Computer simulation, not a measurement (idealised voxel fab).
Title: Process Module voxel local oxidation
The cross-section on display is named cut; it measures 285 nm wide, and its cells are 5 nm squares.
Throughout this document, each cross-section is represented as a grid of square cells and is presented as a sequence of bands enumerated from the top downward, where a band comprises one or more rows of cells. Look at the band entry: it leads with the top's height and the bottom's height in nm. Then it lists the materials left to right, with a width in nm for each. The word "edge to edge" on a single material says that material fills the band edge to edge. The word "air" is empty space. Heights are expressed relative to 0, this being the level below which the as-received wafer comprises one material exclusively. The lowest band is unbounded in the downward direction and is denoted as in "top 0, no bottom". A two-number width, for instance "30..40", indicates that the width is equal to the first number in the top row of the band and to the second number in the bottom row, and that it changes by a constant amount per row of cells. The designation "nothing different", where it is given for a processing step, indicates that no cell of the cross-section was altered in the course of that step. Reported under the label "Closed cavities" are the empty spaces having no open way to the top and comprising 8 cells or more; the notation for each is width x height at distance, in which the distance is measured from the left edge and all three values are in nm. Whatever follows a step's settings on its line is a remark the simulator itself makes about that step. On any step carrying a mask, the "overlay nm" setting, if present on the step's line, tells how far right of its planned place the mask lay; negative values point to the left.
-- The process steps that were planned are listed below
1: RECEIVE [material Si]
2: CONFORMAL_DEP [material SiO2] [thk nm 5]
3: CONFORMAL_DEP [material SiN] [thk nm 10]
4: MASKED_ETCH [tone cover] [mask id ACTIVE] [width nm 110] [etch materials SiN] [depth nm 10] [overlay nm 0]
5: SELECTIVE_ETCH [etch materials SiO2] [depth nm 5]
6: OXIDIZE [depth nm 15]
7: STRIP [etch materials SiN]
-- Incoming wafer, cross-sectional view, post step 1
* top 0, no bottom: Si edge to edge
* Closed cavities: none
-- End-of-module cross-section of the first of two wafers, processed as planned
* top 5, bottom 0: 90 air, 100 SiO2, 95 air
* top 0, bottom -15: 105 SiO2, 70 Si, 110 SiO2
* top -15, no bottom: Si edge to edge
* Closed cavities: none
-- Module end: cross-section of wafer two of two. Same start and process plan as the first wafer. One mistake during execution
* top 5, bottom 0: 80 air, 100 SiO2, 105 air
* top 0, bottom -15: 95 SiO2, 70 Si, 120 SiO2
* top -15, no bottom: Si edge to edge
* Closed cavities: none
Which mistake was made when the wafer was run? step 4 ran with different settings than intended, the actual operation and settings being MASKED_ETCH [tone cover] [mask id ACTIVE] [width nm 110] [etch materials SiN] [depth nm 10] [overlay nm -10]
The concluding comparison shows that, measured in cells, each material is equally abundant on both wafers, albeit at different positions.
